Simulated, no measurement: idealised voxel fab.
Documented hereafter: the process module known as voxel wiring stack.
The figure presents cross-section cut, which has a width of 280 nm and is divided into square cells with an edge length of 5 nm.
We lay out every cross-section as a grid of square cells and spell it out in bands from the top down, where one band means one or more rows of cells. It is stipulated that each band's entry specify, in nanometres, the height of the top of the band and then that of its bottom, followed by the materials of the band in left-to-right sequence, each together with its width in nanometres. A single material marked by the word "throughout" is understood to fill the band from edge to edge; the word "blank" is understood to denote empty space. Counting heights begins at 0, where everything beneath is, in the wafer as received, one material. The lowest band has no bottom; it goes on downwards, as "0 nm and below" shows. Top row gets the first number, bottom row gets the second, and each row in between changes by the same step: that is how a band width like "30->40" works. Any step labelled "nothing changed" changed none of the cells in the cross-section. Each empty space that has no open way to the top and spans at least 8 cells appears under "Enclosed void list" as width x height at distance, the distance counted from the left edge, all in nm. Read whatever lies past the settings on a step's line as the simulator's own remark about the step. overlay nm: where the mask lay relative to plan, measured to the right, on steps with a mask; negatives go left.
The planned process steps are enumerated hereunder:
1: op RECEIVE | material Si
2: op CONFORMAL_DEP | material SiO2 | thk nm 10
3: op CONFORMAL_DEP | material SiCN | thk nm 5
4: op DIRECTIONAL_DEP | material SiO2 | thk nm 25
5: op MASKED_ETCH | tone open | mask id METAL_1 | width nm 30 | pitch nm 60 | etch materials SiO2 | depth nm 25 | overlay nm 0
6: op MASKED_ETCH | tone open | mask id METAL_1 | width nm 30 | pitch nm 60 | etch materials SiCN | depth nm 5 | overlay nm 0
7: op CONFORMAL_DEP | material TiN | thk nm 5
8: op FILL_DEP | material Cu | thk nm 10
9: op CMP | height nm 40
10: op EPI | material Ru | thk nm 5
11: op FILL_DEP | material SiCN | thk nm 5
12: op DIRECTIONAL_DEP | material lowk | thk nm 15
13: op DIRECTIONAL_DEP | material aC | thk nm 10
14: op PATTERN | tone open | mask id PLUG_1 | material resist | width nm 15 | pitch nm 60 | thk nm 25 | overlay nm 0
15: op DIRECTIONAL_ETCH | etch materials aC | depth nm 10
16: op STRIP | etch materials resist
17: op DIRECTIONAL_ETCH | etch materials lowk | depth nm 15
18: op DIRECTIONAL_ETCH | etch materials SiCN | depth nm 5
19: op STRIP | etch materials aC
20: op CONFORMAL_DEP | material TiN | thk nm 5
21: op FILL_DEP | material Cu | thk nm 5
22: op CMP | height nm 65
23: op DIRECTIONAL_DEP | material TiN | thk nm 5
24: op DIRECTIONAL_DEP | material W | thk nm 25
25: op MASKED_ETCH | tone cover | mask id METAL_2 | width nm 30 | pitch nm 60 | etch materials W | depth nm 25 | overlay nm 0
26: op MASKED_ETCH | tone cover | mask id METAL_2 | width nm 30 | pitch nm 60 | etch materials TiN | depth nm 5 | overlay nm 0
27: op CONFORMAL_DEP | material SiN | thk nm 5
28: op FILL_DEP | material lowk | thk nm 10
29: op CMP | height nm 95
30: op CONFORMAL_DEP | material SiCN | thk nm 5
31: op DIRECTIONAL_DEP | material lowk | thk nm 15
32: op DIRECTIONAL_DEP | material aC | thk nm 15
33: op PATTERN | tone open | mask id PLUG_2 | material resist | width nm 15 | pitch nm 60 | thk nm 35 | overlay nm 0
34: op DIRECTIONAL_ETCH | etch materials aC | depth nm 15
35: op STRIP | etch materials resist
36: op DIRECTIONAL_ETCH | etch materials lowk | depth nm 15
37: op DIRECTIONAL_ETCH | etch materials SiCN | depth nm 5
38: op STRIP | etch materials aC
39: op CONFORMAL_DEP | material TiN | thk nm 5
40: op FILL_DEP | material Cu | thk nm 10
41: op CMP | height nm 115
42: op DIRECTIONAL_DEP | material TiN | thk nm 5
43: op DIRECTIONAL_DEP | material W | thk nm 25
44: op DIRECTIONAL_DEP | material aC | thk nm 10
45: op PATTERN | tone cover | mask id METAL_3 | material resist | width nm 30 | pitch nm 60 | thk nm 30 | overlay nm 0
46: op DIRECTIONAL_ETCH | etch materials aC | depth nm 10
47: op STRIP | etch materials resist
48: op DIRECTIONAL_ETCH | etch materials W | depth nm 25
49: op DIRECTIONAL_ETCH | etch materials TiN | depth nm 5
50: op STRIP | etch materials aC
51: op FILL_DEP | material lowk | thk nm 10
52: op CMP | height nm 145
53: op CONFORMAL_DEP | material SiN | thk nm 5
Wafer at receipt (post step 1), cross-section:
> 0 nm and below = Si throughout
> Enclosed void list: none
Below is the wafer in cross-section after the module was completed. It began from the starting point shown above and followed the plan shown above, except that one mistake was made while running it:
> 150 nm to 145 nm = SiN throughout
> 145 nm to 120 nm = lowk=95; W=30; lowk=30; W=30; lowk=95
> 120 nm to 115 nm = lowk=95; TiN=30; lowk=30; TiN=30; lowk=95
> 115 nm to 100 nm = lowk=95; TiN=5; Cu=5; TiN=5; lowk=45; TiN=5; Cu=5; TiN=5; lowk=110
> 100 nm to 95 nm = SiCN=95; TiN=15; SiCN=45; TiN=15; SiCN=110
> 95 nm to 70 nm = lowk=90; SiN=5; W=30; SiN=5; lowk=20; SiN=5; W=30; SiN=5; lowk=90
> 70 nm to 65 nm = SiN=95; TiN=30; SiN=30; TiN=30; SiN=95
> 65 nm to 50 nm = lowk=95; TiN=5; Cu=5; TiN=5; lowk=45; TiN=5; Cu=5; TiN=5; lowk=110
> 50 nm to 45 nm = SiCN=95; TiN=15; SiCN=45; TiN=15; SiCN=110
> 45 nm to 40 nm = Ru throughout
> 40 nm to 35 nm = TiN=100; Cu=20; TiN=40; Cu=20; TiN=100
> 35 nm to 15 nm = SiO2=95; TiN=5; Cu=20; TiN=5; SiO2=30; TiN=5; Cu=20; TiN=5; SiO2=95
> 15 nm to 10 nm = SiO2=95; TiN=30; SiO2=30; TiN=30; SiO2=95
> 10 nm to 0 nm = SiO2 throughout
> 0 nm and below = Si throughout
> Enclosed void list: none
Heads up, the wafer didn't run the way we planned it: plan step 3 was not performed, having been skipped
